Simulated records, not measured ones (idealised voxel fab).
Process module under the name voxel transistor to metal
In the cross-section labelled cut, the width is 170 nm and each square cell is 5 nm.
Cross-sections here: square-cell grids, written as top-down lists of bands, a band being one or more rows of cells.
Basically the band line says how high the top is and how high the bottom is, in nm, and then what's in it from left to right, every material with its width in nm. Empty space shows up as "air", and if a single material carries "edge to edge" it runs the full band edge to edge.
Basically, 0 is our baseline, since under it the wafer straight out of the box is all one material. The bottom band has no lower end and keeps on going down, so it looks like "0..down".
Think of "30 to 40" as a width that walks from the first number to the second as you go down the band, top row to bottom row, taking equal-sized steps from row to row.
Key: "remained the same" - step with no changed cell in the cross-section.
Entry "Completely sealed voids". Content: empty spaces with no open connection to the top, size 8 cells or greater. Each: width x height at distance. Distance: from left edge. Unit: nm.
Text after the settings on a step's line: the simulator's own remark on that step.
For masked steps, "overlay nm" on the step line gives how far right of plan the mask actually lay; a minus sign means it lay to the left.
Everything after this point is organized in pairs: a cross-section before one process step, a cross-section after it that shows only as deep as the lowest changed band, and, under the pair, the intervening step with its settings. Because different runs of this module on the same starting wafer can supply different pairs, a pair continues from the pair above it only if its entry headed "Before processing" says so.
Before processing
> 25..20  SiCN=70 | air=5 | SiN=5 | air=10 | SiN=5 | air=5 | SiCN=70
> 20..15  SiCN=70 | SiO2=5 | SiN=5 | air=10 | SiN=5 | SiO2=5 | SiCN=70
> 15..-5  polySi=70 | SiO2=5 | SiN=5 | air=10 | SiN=5 | SiO2=5 | polySi=70
> -5..-10  SiO2=80 | air=10 | SiO2=80
> -10..-20  SiO2=35 | Si=45 | air=10 | Si=45 | SiO2=35
> -20..-30  SiO2=35 | Si=100 | SiO2=35
> -30..down  Si edge to edge
> Completely sealed voids: none
Cut View, Post-Step
> 25..20  SiCN=70 | air=5 | SiN=5 | air=10 | SiN=5 | air=5 | SiCN=70
> 20..15  SiCN=70 | SiO2=5 | SiN=5 | air=10 | SiN=5 | SiO2=5 | SiCN=70
> 15..5  polySi=70 | SiO2=5 | SiN=5 | air=10 | SiN=5 | SiO2=5 | polySi=70
> 5..-5  polySi=70 | SiO2=5 | SiN=5 | SiGe=10 | SiN=5 | SiO2=5 | polySi=70
> -5..-10  SiO2=80 | SiGe=10 | SiO2=80
> -10..-20  SiO2=35 | Si=45 | SiGe=10 | Si=45 | SiO2=35
> No changes below -20.
> Completely sealed voids: none
The process step separating the two cross-sections depicted above is as follows: EPI | material SiGe | thk nm 15
Before processing: same picture as after in the pair right above, so we don't repeat it.
Cut View, Post-Step
> 35..25  SiO2 edge to edge
> 25..15  SiCN=70 | SiO2=5 | SiN=5 | SiO2=10 | SiN=5 | SiO2=5 | SiCN=70
> 15..5  polySi=70 | SiO2=5 | SiN=5 | SiO2=10 | SiN=5 | SiO2=5 | polySi=70
> No changes below 5.
> Completely sealed voids: none
The process step separating the two cross-sections depicted above is as follows: FILL_DEP | material SiO2 | thk nm 10
Before processing: same picture as after in the pair right above, so we don't repeat it.
Cut View, Post-Step
> 15..5  polySi=70 | SiO2=5 | SiN=5 | SiO2=10 | SiN=5 | SiO2=5 | polySi=70
> No changes below 5.
> Completely sealed voids: none
The process step separating the two cross-sections depicted above is as follows: CMP | height nm 15
Before processing: same picture as after in the pair right above, so we don't repeat it.
Cut View, Post-Step
> 15..5  air=70 | SiO2=5 | SiN=5 | SiO2=10 | SiN=5 | SiO2=5 | air=70
> 5..-5  air=70 | SiO2=5 | SiN=5 | SiGe=10 | SiN=5 | SiO2=5 | air=70
> No changes below -5.
> Completely sealed voids: none
The process step separating the two cross-sections depicted above is as follows: STRIP | etch materials polySi
Before processing: same picture as after in the pair right above, so we don't repeat it.
Cut View, Post-Step
> 15..10  air=75 | SiN=5 | air=10 | SiN=5 | air=75
> 10..5  air=75 | SiN=5 | SiO2=10 | SiN=5 | air=75
> 5..-5  air=75 | SiN=5 | SiGe=10 | SiN=5 | air=75
> -5..-10  air=75 | SiO2=5 | SiGe=10 | SiO2=5 | air=75
> No changes below -10.
> Completely sealed voids: none
The process step separating the two cross-sections depicted above is as follows: SELECTIVE_ETCH | etch materials SiO2 | depth nm 5
Before processing: same picture as after in the pair right above, so we don't repeat it.
Cut View, Post-Step
> 20..15  air=70 | HfO2=30 | air=70
> 15..10  air=70 | HfO2=5 | SiN=5 | HfO2=10 | SiN=5 | HfO2=5 | air=70
> 10..5  air=70 | HfO2=5 | SiN=5 | SiO2=10 | SiN=5 | HfO2=5 | air=70
> 5..-5  air=70 | HfO2=5 | SiN=5 | SiGe=10 | SiN=5 | HfO2=5 | air=70
> -5..-10  HfO2=75 | SiO2=5 | SiGe=10 | SiO2=5 | HfO2=75
> No changes below -10.
> Completely sealed voids: none
The process step separating the two cross-sections depicted above is as follows: CONFORMAL_DEP | material HfO2 | thk nm 5
Before processing: same picture as after in the pair right above, so we don't repeat it.
Cut View, Post-Step
> 25..20  air=65 | TiN=40 | air=65
> 20..15  air=65 | TiN=5 | HfO2=30 | TiN=5 | air=65
> 15..10  air=65 | TiN=5 | HfO2=5 | SiN=5 | HfO2=10 | SiN=5 | HfO2=5 | TiN=5 | air=65
> 10..5  air=65 | TiN=5 | HfO2=5 | SiN=5 | SiO2=10 | SiN=5 | HfO2=5 | TiN=5 | air=65
> 5..0  air=65 | TiN=5 | HfO2=5 | SiN=5 | SiGe=10 | SiN=5 | HfO2=5 | TiN=5 | air=65
> 0..-5  TiN=70 | HfO2=5 | SiN=5 | SiGe=10 | SiN=5 | HfO2=5 | TiN=70
> No changes below -5.
> Completely sealed voids: none
The process step separating the two cross-sections depicted above is as follows: CONFORMAL_DEP | material TiN | thk nm 5
Before processing: same picture as after in the pair right above, so we don't repeat it.
Cut View, Post-Step
> 30..25  W edge to edge
> 25..20  W=65 | TiN=40 | W=65
> 20..15  W=65 | TiN=5 | HfO2=30 | TiN=5 | W=65
> 15..10  W=65 | TiN=5 | HfO2=5 | SiN=5 | HfO2=10 | SiN=5 | HfO2=5 | TiN=5 | W=65
> 10..5  W=65 | TiN=5 | HfO2=5 | SiN=5 | SiO2=10 | SiN=5 | HfO2=5 | TiN=5 | W=65
> 5..0  W=65 | TiN=5 | HfO2=5 | SiN=5 | SiGe=10 | SiN=5 | HfO2=5 | TiN=5 | W=65
> No changes below 0.
> Completely sealed voids: none
The process step separating the two cross-sections depicted above is as follows: FILL_DEP | material W | thk nm 5
Before processing: same picture as after in the pair right above, so we don't repeat it.
Cut View, Post-Step
> 10..5  W=65 | TiN=5 | HfO2=5 | SiN=5 | SiO2=10 | SiN=5 | HfO2=5 | TiN=5 | W=65
> No changes below 5.
> Completely sealed voids: none
The process step separating the two cross-sections depicted above is as follows: CMP | height nm 10
Before processing: same picture as after in the pair right above, so we don't repeat it.
Cut View, Post-Step
> 20..10  SiO2 edge to edge
> No changes below 10.
> Completely sealed voids: none
The process step separating the two cross-sections depicted above is as follows: DIRECTIONAL_DEP | material SiO2 | thk nm 10
Before processing: same picture as after in the pair right above, so we don't repeat it.
Cut View, Post-Step
> 20..10  SiO2=35 | air=20 | SiO2=60 | air=20 | SiO2=35
> No changes below 10.
> Completely sealed voids: none
The process step separating the two cross-sections depicted above is as follows: MASKED_ETCH | tone open | mask id CONTACT | width nm 20 | pitch nm 80 | etch materials SiO2 | depth nm 25 | overlay nm 0
Before processing: same picture as after in the pair right above, so we don't repeat it.
Cut View, Post-Step
> 25..20  TiN=40 | air=10 | TiN=70 | air=10 | TiN=40
> 20..15  SiO2=35 | TiN=5 | air=10 | TiN=5 | SiO2=60 | TiN=5 | air=10 | TiN=5 | SiO2=35
> 15..10  SiO2=35 | TiN=20 | SiO2=60 | TiN=20 | SiO2=35
> No changes below 10.
> Completely sealed voids: none
The process step separating the two cross-sections depicted above is as follows: CONFORMAL_DEP | material TiN | thk nm 5
Before processing: same picture as after in the pair right above, so we don't repeat it.
Cut View, Post-Step
> 35..25  W edge to edge
> 25..20  TiN=40 | W=10 | TiN=70 | W=10 | TiN=40
> 20..15  SiO2=35 | TiN=5 | W=10 | TiN=5 | SiO2=60 | TiN=5 | W=10 | TiN=5 | SiO2=35
> No changes below 15.
> Completely sealed voids: none
The process step separating the two cross-sections depicted above is as follows: FILL_DEP | material W | thk nm 10
Before processing: same picture as after in the pair right above, so we don't repeat it.
Cut View, Post-Step
> 20..15  SiO2=35 | TiN=5 | W=10 | TiN=5 | SiO2=60 | TiN=5 | W=10 | TiN=5 | SiO2=35
> No changes below 15.
> Completely sealed voids: none
The process step separating the two cross-sections depicted above is as follows: CMP | height nm 20
Before processing: same picture as after in the pair right above, so we don't repeat it.
Cut View, Post-Step
> 25..20  TiN edge to edge
> No changes below 20.
> Completely sealed voids: none
The process step separating the two cross-sections depicted above is as follows: DIRECTIONAL_DEP | material TiN | thk nm 5
Before processing: same picture as after in the pair right above, so we don't repeat it.
Cut View, Post-Step
> 45..25  W edge to edge
> No changes below 25.
> Completely sealed voids: none
The process step separating the two cross-sections depicted above is as follows: DIRECTIONAL_DEP | material W | thk nm 20
Before processing: same picture as after in the pair right above, so we don't repeat it.
Cut View, Post-Step
> 65..45  air=35 | resist=20 | air=60 | resist=20 | air=35
> No changes below 45.
> Completely sealed voids: none
The process step separating the two cross-sections depicted above is as follows: PATTERN | tone cover | mask id METAL_1 | material resist | width nm 20 | pitch nm 80 | thk nm 20 | overlay nm 0
Before processing: same picture as after in the pair right above, so we don't repeat it.
Cut View, Post-Step
> 65..45  air=35 | resist=20 | air=60 | resist=20 | air=35
> 45..25  air=35 | W=20 | air=60 | W=20 | air=35
> No changes below 25.
> Completely sealed voids: none
The process step separating the two cross-sections depicted above is as follows: DIRECTIONAL_ETCH | etch materials W | depth nm 20
Before processing: same picture as after in the pair right above, so we don't repeat it.
Cut View, Post-Step
> 65..45  air=35 | resist=20 | air=60 | resist=20 | air=35
> 45..25  air=35 | W=20 | air=60 | W=20 | air=35
> 25..20  air=35 | TiN=20 | air=60 | TiN=20 | air=35
> No changes below 20.
> Completely sealed voids: none
The process step separating the two cross-sections depicted above is as follows: DIRECTIONAL_ETCH | etch materials TiN | depth nm 5
Before processing: same picture as after in the pair right above, so we don't repeat it.
Cut View, Post-Step
> 45..25  air=35 | W=20 | air=60 | W=20 | air=35
> No changes below 25.
> Completely sealed voids: none
The process step separating the two cross-sections depicted above is as follows: STRIP | etch materials resist
Before processing: same picture as after in the pair right above, so we don't repeat it.
Cut View, Post-Step
> 50..45  air=30 | SiN=30 | air=50 | SiN=30 | air=30
> 45..25  air=30 | SiN=5 | W=20 | SiN=5 | air=50 | SiN=5 | W=20 | SiN=5 | air=30
> 25..20  SiN=35 | TiN=20 | SiN=60 | TiN=20 | SiN=35
> No changes below 20.
> Completely sealed voids: none
The process step separating the two cross-sections depicted above is as follows: CONFORMAL_DEP | material SiN | thk nm 5
Before processing: same picture as after in the pair right above, so we don't repeat it.
Cut View, Post-Step
> 60..50  lowk edge to edge
> 50..45  lowk=30 | SiN=30 | lowk=50 | SiN=30 | lowk=30
> 45..25  lowk=30 | SiN=5 | W=20 | SiN=5 | lowk=50 | SiN=5 | W=20 | SiN=5 | lowk=30
> No changes below 25.
> Completely sealed voids: none
The process step separating the two cross-sections depicted above is as follows: FILL_DEP | material lowk | thk nm 10
Before processing: same picture as after in the pair right above, so we don't repeat it.
Cut View, Post-Step
> 45..25  lowk=30 | SiN=5 | W=20 | SiN=5 | lowk=50 | SiN=5 | W=20 | SiN=5 | lowk=30
> No changes below 25.
> Completely sealed voids: none
The process step separating the two cross-sections depicted above is as follows: CMP | height nm 45
Before processing: same picture as after in the pair right above, so we don't repeat it.
Cut View, Post-Step
> 50..45  SiN edge to edge
> No changes below 45.
> Completely sealed voids: none
The process step separating the two cross-sections depicted above is as follows: CONFORMAL_DEP | material SiN | thk nm 5
